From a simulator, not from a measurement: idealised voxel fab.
The following process module bears the name voxel local oxidation.
Pictured: cross-section cut, 260 nm wide, on a grid of 5 nm square cells.
Throughout this document, each cross-section is represented as a grid of square cells and is presented as a sequence of bands enumerated from the top downward, where a band comprises one or more rows of cells. Band: top and bottom heights (nm) first, top before bottom; then materials from left to right, widths in nm. "edge to edge" marks a sole material filling the band edge to edge. "air" denotes empty space. Beneath 0, the wafer as received is one material, and that level is where height counting begins. The lowest band goes on downward without a bottom; it is written like "z 0 and below". Note: "30..40" means the width goes from the first number (top row of the band) to the second number (bottom row) in equal steps per row of cells. "no change occurred" after a step means that no cell of the cross-section changed. Under "Enclosed void list" you'll find the enclosed gaps, the ones with no way out to the top, that are 8 cells or bigger; each reads width x height at distance, with distance counted from the left edge, everything in nm. What comes after the settings on a step's line is commentary from the simulator itself on that step. overlay nm: right-of-plan distance of the mask on a masked step; negative values mean left-of-plan.
PLAN
step 1: RECEIVE, material Si
step 2: CONFORMAL_DEP, material SiO2, thk nm 5
step 3: CONFORMAL_DEP, material SiN, thk nm 10
step 4: PATTERN, tone cover, mask id ACTIVE, material resist, width nm 105, pitch nm 125, thk nm 20, overlay nm 0
step 5: DIRECTIONAL_ETCH, etch materials SiN, depth nm 10
step 6: STRIP, etch materials resist
step 7: SELECTIVE_ETCH, etch materials SiO2, depth nm 5
step 8: OXIDIZE, depth nm 15
step 9: STRIP, etch materials SiN
Keep in mind the plan's value for the depth nm of step 7 comes from the first wafer; the wafers don't share that setting, but they do share the same starting point.
INCOMING STATE OF THE FIRST OF SEVERAL WAFERS IN CROSS-SECTION: AFTER STEP 1
* z 0 and below  Si edge to edge
* Enclosed void list: none
FIRST OF SEVERAL WAFERS IN CROSS-SECTION AT MODULE END, FOLLOWING THE FINAL STEP, STEP 9
* z 5 to 0  20 of air  95 of SiO2  30 of air  95 of SiO2  20 of air
* z 0 to -15  35 of SiO2  65 of Si  60 of SiO2  65 of Si  35 of SiO2
* z -15 and below  Si edge to edge
* Enclosed void list: none
OF THE SEVERAL WAFERS, THE LAST: CROSS-SECTION AT THE END OF THE MODULE
* z 5 to 0  35 of air  65 of SiO2  60 of air  65 of SiO2  35 of air
* z 0 to -15  50 of SiO2  35 of Si  90 of SiO2  35 of Si  50 of SiO2
* z -15 and below  Si edge to edge
* Enclosed void list: none
PER WAFER, END OF MODULE: CELLS GAINED (+) OR LOST (-) PER MATERIAL SINCE RECEIPT, THEN CLOSED VOIDS
depth nm 5 | -78 Si | +116 SiO2 | Enclosed void list: none
depth nm 10 | -90 Si | +124 SiO2 | Enclosed void list: none
depth nm 15 | -102 Si | +132 SiO2 | Enclosed void list: none
depth nm 20 | -114 Si | +140 SiO2 | Enclosed void list: none
